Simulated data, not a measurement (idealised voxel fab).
process module | voxel wiring stack
cross-section cut | 270 nm wide | cells 5 nm
A cross-section is a grid of square cells, given in bands from the top down. A band is one or more rows of cells.
Each band's line starts with the height of the band's top and of its bottom, in nm. Then come its materials from left to right, each with its width in nm. One material with "throughout" fills the band from edge to edge. "air" is empty space.
Height 0 is the level under which the wafer as received is all one material. The lowest band goes on downwards, as in "0 down".
A width such as "30 to 40" changes by the same amount from each row of cells to the next, from the band's top row to its bottom row.
"no change" after a step means that no cell of the cross-section changed.
closed voids: empty space of 8 cells or more with no open way to the top, each as width x height at its distance from the left edge, in nm
after a step's settings: what the simulator itself notes on the step
overlay nm, on a step with a mask: how far to the right of its planned place the mask lay; to the left if negative
plan
1 op RECEIVE | material Si
2 op CONFORMAL_DEP | material SiO2 | thk nm 15
3 op CONFORMAL_DEP | material SiN | thk nm 5
4 op DIRECTIONAL_DEP | material lowk | thk nm 25
5 op DIRECTIONAL_DEP | material aC | thk nm 15
6 op PATTERN | tone open | mask id METAL_1 | material resist | width nm 30 | pitch nm 50 | thk nm 30 | overlay nm 0
7 op DIRECTIONAL_ETCH | etch materials aC | depth nm 15
8 op STRIP | etch materials resist
9 op DIRECTIONAL_ETCH | etch materials lowk | depth nm 25
10 op DIRECTIONAL_ETCH | etch materials SiN | depth nm 5
11 op STRIP | etch materials aC
12 op CONFORMAL_DEP | material TiN | thk nm 5
13 op FILL_DEP | material Cu | thk nm 10
14 op CMP | height nm 45
15 op CONFORMAL_DEP | material SiCN | thk nm 5
16 op DIRECTIONAL_DEP | material SiO2 | thk nm 15
17 op DIRECTIONAL_DEP | material aC | thk nm 15
18 op PATTERN | tone open | mask id PLUG_1 | material resist | width nm 15 | pitch nm 50 | thk nm 30 | overlay nm 0
19 op DIRECTIONAL_ETCH | etch materials aC | depth nm 15
20 op STRIP | etch materials resist
21 op DIRECTIONAL_ETCH | etch materials SiO2 | depth nm 15
22 op DIRECTIONAL_ETCH | etch materials SiCN | depth nm 5
23 op STRIP | etch materials aC
24 op CONFORMAL_DEP | material TiN | thk nm 5
25 op FILL_DEP | material W | thk nm 5
26 op CMP | height nm 65
27 op DIRECTIONAL_DEP | material TiN | thk nm 5
28 op DIRECTIONAL_DEP | material Ru | thk nm 20
29 op MASKED_ETCH | tone cover | mask id METAL_2 | width nm 30 | pitch nm 50 | etch materials Ru | depth nm 20 | overlay nm 0
30 op MASKED_ETCH | tone cover | mask id METAL_2 | width nm 30 | pitch nm 50 | etch materials TiN | depth nm 5 | overlay nm 0
31 op FILL_DEP | material lowk | thk nm 10
32 op CMP | height nm 90
33 op CONFORMAL_DEP | material SiCN | thk nm 5
34 op DIRECTIONAL_DEP | material SiO2 | thk nm 15
35 op DIRECTIONAL_DEP | material aC | thk nm 15
36 op PATTERN | tone open | mask id PLUG_2 | material resist | width nm 15 | thk nm 30 | overlay nm 0
37 op DIRECTIONAL_ETCH | etch materials aC | depth nm 15
38 op STRIP | etch materials resist
39 op DIRECTIONAL_ETCH | etch materials SiO2 | depth nm 15
40 op DIRECTIONAL_ETCH | etch materials SiCN | depth nm 5
41 op STRIP | etch materials aC
42 op CONFORMAL_DEP | material TiN | thk nm 5
43 op FILL_DEP | material W | thk nm 5
44 op CMP | height nm 110
45 op DIRECTIONAL_DEP | material TiN | thk nm 5
46 op DIRECTIONAL_DEP | material Ru | thk nm 15
47 op PATTERN | tone cover | mask id METAL_3 | material resist | width nm 30 | pitch nm 50 | thk nm 15 | overlay nm 0
48 op DIRECTIONAL_ETCH | etch materials Ru | depth nm 15
49 op DIRECTIONAL_ETCH | etch materials TiN | depth nm 5
50 op STRIP | etch materials resist
51 op CONFORMAL_DEP | material SiCN | thk nm 5
52 op FILL_DEP | material lowk | thk nm 10
53 op CMP | height nm 130
54 op CONFORMAL_DEP | material SiCN | thk nm 5
varied across the wafers: thk nm of step 15. The plan shows the first wafer's value. All wafers start alike
first wafer as received, after step 1
  0 down: Si throughout
  closed voids: none
each wafer at the end: cells of each material gained (+) or lost (-) since it was received, then its closed voids
thk nm 5 | +40 Cu | +84 Ru | +207 SiCN | +42 SiN | +459 SiO2 | +83 TiN | +9 W | +534 lowk | closed voids: none
thk nm 10 | +40 Cu | +84 Ru | +261 SiCN | +42 SiN | +411 SiO2 | +79 TiN | +7 W | +534 lowk | closed voids: none
thk nm 15 | +40 Cu | +84 Ru | +315 SiCN | +42 SiN | +363 SiO2 | +75 TiN | +5 W | +534 lowk | closed voids: none
thk nm 20 | +40 Cu | +84 Ru | +369 SiCN | +42 SiN | +315 SiO2 | +71 TiN | +3 W | +534 lowk | closed voids: none
